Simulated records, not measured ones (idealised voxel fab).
process module | voxel ribs on slabs
cross-section cut | 285 nm wide | cells 5 nm
A cross-section is a grid of square cells, given in bands from the top down. A band is one or more rows of cells.
Each band's line starts with the height of the band's top and of its bottom, in nm. Then come its materials from left to right, each with its width in nm. One material with "throughout" fills the band from edge to edge. "air" is empty space.
Height 0 is the level under which the wafer as received is all one material. The lowest band goes on downwards, as in "0 down".
A width such as "30 to 40" changes by the same amount from each row of cells to the next, from the band's top row to its bottom row.
"no change" after a step means that no cell of the cross-section changed.
closed voids: empty space of 8 cells or more with no open way to the top, each as width x height at its distance from the left edge, in nm
after a step's settings: what the simulator itself notes on the step
overlay nm, on a step with a mask: how far to the right of its planned place the mask lay; to the left if negative
plan
1 op RECEIVE | material Si
2 op DIRECTIONAL_DEP | material SiO2 | thk nm 20
3 op DIRECTIONAL_DEP | material polySi | thk nm 15
4 op PATTERN | tone cover | mask id RIB | material resist | width nm 20 | thk nm 15 | overlay nm 0
5 op DIRECTIONAL_ETCH | etch materials polySi | depth nm 5
6 op STRIP | etch materials resist
7 op MASKED_ETCH | tone cover | mask id SLAB | width nm 60 | etch materials polySi | depth nm 10 | overlay nm 0
8 op FILL_DEP | material SiO2 | thk nm 20
9 op CMP | height nm 50
10 op DIRECTIONAL_DEP | material TiN | thk nm 5
11 op PATTERN | tone cover | mask id HEATER | material resist | width nm 30 | thk nm 20 | overlay nm 0
12 op DIRECTIONAL_ETCH | etch materials TiN | depth nm 5
13 op STRIP | etch materials resist
14 op CONFORMAL_DEP | material SiN | thk nm 10
first wafer, as planned
as received, after step 1
  0 down: Si throughout
  closed voids: none
after step 2
  20 to 0: SiO2 throughout
  below 0: unchanged
after step 3
  35 to 20: polySi throughout
  below 20: unchanged
after step 4
  50 to 35: air 130 | resist 20 | air 135
  below 35: unchanged
after step 5
  50 to 35: air 130 | resist 20 | air 135
  35 to 30: air 130 | polySi 20 | air 135
  below 30: unchanged
after step 6
  35 to 30: air 130 | polySi 20 | air 135
  below 30: unchanged
after step 7
  35 to 30: air 130 | polySi 20 | air 135
  30 to 20: air 110 | polySi 60 | air 115
  below 20: unchanged
after step 8
  55 to 35: SiO2 throughout
  35 to 30: SiO2 130 | polySi 20 | SiO2 135
  30 to 20: SiO2 110 | polySi 60 | SiO2 115
  below 20: unchanged
after step 9
  50 to 35: SiO2 throughout
  below 35: unchanged
after step 10
  55 to 50: TiN throughout
  below 50: unchanged
after step 11
  75 to 55: air 125 | resist 30 | air 130
  below 55: unchanged
after step 12
  75 to 55: air 125 | resist 30 | air 130
  55 to 50: air 125 | TiN 30 | air 130
  below 50: unchanged
after step 13
  55 to 50: air 125 | TiN 30 | air 130
  below 50: unchanged
after step 14
  65 to 60: air 115 | SiN 50 | air 120
  60 to 55: SiN throughout
  55 to 50: SiN 125 | TiN 30 | SiN 130
  below 50: unchanged
second wafer: like start, like plan, one mistake. Through step 10 it matches the first wafer
when step 11 should have ended
  75 to 55: air 120 | resist 30 | air 135
  below 55: unchanged
when step 12 should have ended
  75 to 55: air 120 | resist 30 | air 135
  55 to 50: air 120 | TiN 30 | air 135
  below 50: unchanged
when step 13 should have ended
  55 to 50: air 120 | TiN 30 | air 135
  below 50: unchanged
when step 14 should have ended
  65 to 60: air 110 | SiN 50 | air 125
  60 to 55: SiN throughout
  55 to 50: SiN 120 | TiN 30 | SiN 135
  below 50: unchanged
what went wrong: step 11 ran as: op PATTERN | tone cover | mask id HEATER | material resist | width nm 30 | thk nm 20 | overlay nm -5
at the end the second wafer has, in cells: as many of each material as the first, in other places
